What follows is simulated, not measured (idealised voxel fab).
process module | voxel released beams
cross-section cut | 205 nm wide | cells 5 nm
A cross-section is a grid of square cells, given in bands from the top down. A band is one or more rows of cells.
Each band's line starts with the height of the band's top and of its bottom, in nm. Then come its materials from left to right, each with its width in nm. One material with "throughout" fills the band from edge to edge. "air" is empty space.
Height 0 is the level under which the wafer as received is all one material. The lowest band goes on downwards, as in "0 down".
A width such as "30 to 40" changes by the same amount from each row of cells to the next, from the band's top row to its bottom row.
"no change" after a step means that no cell of the cross-section changed.
closed voids: empty space of 8 cells or more with no open way to the top, each as width x height at its distance from the left edge, in nm
after a step's settings: what the simulator itself notes on the step
overlay nm, on a step with a mask: how far to the right of its planned place the mask lay; to the left if negative
plan
1 op RECEIVE | material Si
2 op CONFORMAL_DEP | material Al2O3 | thk nm 10
3 op DIRECTIONAL_DEP | material SiO2 | thk nm 10
4 op DIRECTIONAL_DEP | material aC | thk nm 10
5 op PATTERN | tone open | mask id ANCHOR | material resist | width nm 35 | thk nm 25 | overlay nm 0
6 op DIRECTIONAL_ETCH | etch materials aC | depth nm 10
7 op STRIP | etch materials resist
8 op DIRECTIONAL_ETCH | etch materials SiO2 | depth nm 10
9 op STRIP | etch materials aC
10 op CONFORMAL_DEP | material polySi | thk nm 15
11 op MASKED_ETCH | tone cover | mask id BEAM | width nm 85 | etch materials polySi | depth nm 15 | overlay nm 0
12 op STRIP | etch materials SiO2
as received, after step 1
  0 down: Si throughout
  closed voids: none
a wafer at the end: this start, this plan, one mistake
  35 to 30: air 55 | polySi 20 | air 5 | polySi 60 | air 65
  30 to 25: polySi 75 | air 5 | polySi 125
  25 to 20: polySi throughout
  20 to 10: SiO2 60 | polySi 35 | SiO2 110
  10 to 0: Al2O3 throughout
  0 down: Si throughout
  closed voids: none
what went wrong: step 11 ran as: op MASKED_ETCH | tone cover | mask id BEAM | width nm 85 | etch materials polySi | depth nm 5 | overlay nm 0
